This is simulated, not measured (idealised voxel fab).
Presented below is a process module, voxel lift off.
Shown is cross-section cut, with a width of 250 nm and square cells of size 5 nm.
Think of the cross-section as a grid of square cells. We describe it in bands, top to bottom, and each band covers one or more rows of those cells. A band entry consists of two parts. The first gives the height of the band's top and the height of its bottom, in nm. The rest lists the band's materials from left to right, each with its width in nm. A single material labelled with the word "all across" fills the band from edge to edge, and the word "air" marks empty space. It should be noted that heights are counted from 0, beneath which the wafer as supplied is of one material throughout, and that the lowest band possesses no lower boundary but continues downward, as written in "from 0 down". The expression "30 to 40" gives the width at the extremes of the band, the first number at its top row of cells and the second at its bottom row, with the width changing by equal amounts from each row to the next in between. Basically "everything unchanged" means that step didn't change any cell in the cross-section. Enclosed internal cavities: empty space of 8 cells or more with no open way to the top, each as width x height at its distance from the left edge, in nm. Heads up: the bit after the settings on a step's line is the simulator's remark on that step. "overlay nm" answers the question of how far to the right of plan the mask lay on a step that has a mask, and when it is negative the answer is to the left.
This section lists the process steps that were planned:
1,RECEIVE (material Si)
2,CONFORMAL_DEP (material Al2O3; thk nm 10)
3,PATTERN (tone open; mask id LINES; material resist; width nm 15; pitch nm 35; thk nm 20; overlay nm 0)
4,DIRECTIONAL_DEP (material Ru; thk nm 10)
5,STRIP (etch materials resist)
6,CONFORMAL_DEP (material SiN; thk nm 5)
The first of a set of two wafers, run to plan:
As received (post step 1): cross-section:
    from 0 down: Si all across
    Enclosed internal cavities: none
Sectional view: wafer, after step 2:
    from 10 to 0: Al2O3 all across
    Lower than 0, everything is as it was.
Sectional view: wafer, after step 3:
    from 30 to 10: 100 nm resist; 15 nm air; 20 nm resist; 15 nm air; 100 nm resist
    Lower than 10, everything is as it was.
Sectional view: wafer, after step 4:
    from 40 to 30: 100 nm Ru; 15 nm air; 20 nm Ru; 15 nm air; 100 nm Ru
    from 30 to 20: 100 nm resist; 15 nm air; 20 nm resist; 15 nm air; 100 nm resist
    from 20 to 10: 100 nm resist; 15 nm Ru; 20 nm resist; 15 nm Ru; 100 nm resist
    Lower than 10, everything is as it was.
Sectional view: wafer, after step 5:
    from 20 to 10: 100 nm air; 15 nm Ru; 20 nm air; 15 nm Ru; 100 nm air
    Lower than 10, everything is as it was.
Sectional view: wafer, after step 6:
    from 25 to 20: 95 nm air; 25 nm SiN; 10 nm air; 25 nm SiN; 95 nm air
    from 20 to 15: 95 nm air; 5 nm SiN; 15 nm Ru; 5 nm SiN; 10 nm air; 5 nm SiN; 15 nm Ru; 5 nm SiN; 95 nm air
    from 15 to 10: 100 nm SiN; 15 nm Ru; 20 nm SiN; 15 nm Ru; 100 nm SiN
    Lower than 10, everything is as it was.
Wafer two. Same start, same plan, one slip in execution. Same as wafer one through step 2, inclusive:
Cross-section, second wafer, at the end time the plan gives for step 3:
    from 30 to 10: 100 nm air; 15 nm resist; 20 nm air; 15 nm resist; 100 nm air
    Lower than 10, everything is as it was.
Cross-section, second wafer, at the end time the plan gives for step 4:
    from 40 to 30: 100 nm air; 15 nm Ru; 20 nm air; 15 nm Ru; 100 nm air
    from 30 to 20: 100 nm air; 15 nm resist; 20 nm air; 15 nm resist; 100 nm air
    from 20 to 10: 100 nm Ru; 15 nm resist; 20 nm Ru; 15 nm resist; 100 nm Ru
    Lower than 10, everything is as it was.
Cross-section, second wafer, at the end time the plan gives for step 5:
    from 20 to 10: 100 nm Ru; 15 nm air; 20 nm Ru; 15 nm air; 100 nm Ru
    Lower than 10, everything is as it was.
Cross-section, second wafer, at the end time the plan gives for step 6:
    from 25 to 20: 105 nm SiN; 5 nm air; 30 nm SiN; 5 nm air; 105 nm SiN
    from 20 to 15: 100 nm Ru; 5 nm SiN; 5 nm air; 5 nm SiN; 20 nm Ru; 5 nm SiN; 5 nm air; 5 nm SiN; 100 nm Ru
    from 15 to 10: 100 nm Ru; 15 nm SiN; 20 nm Ru; 15 nm SiN; 100 nm Ru
    Lower than 10, everything is as it was.
Deviation noted in wafer processing: step 3 ran with different settings than intended, the actual operation and settings being PATTERN (tone cover; mask id LINES; material resist; width nm 15; pitch nm 35; thk nm 20; overlay nm 0)
FYI, end of process, the second wafer has more or fewer cells of some materials than the first: +76 Ru
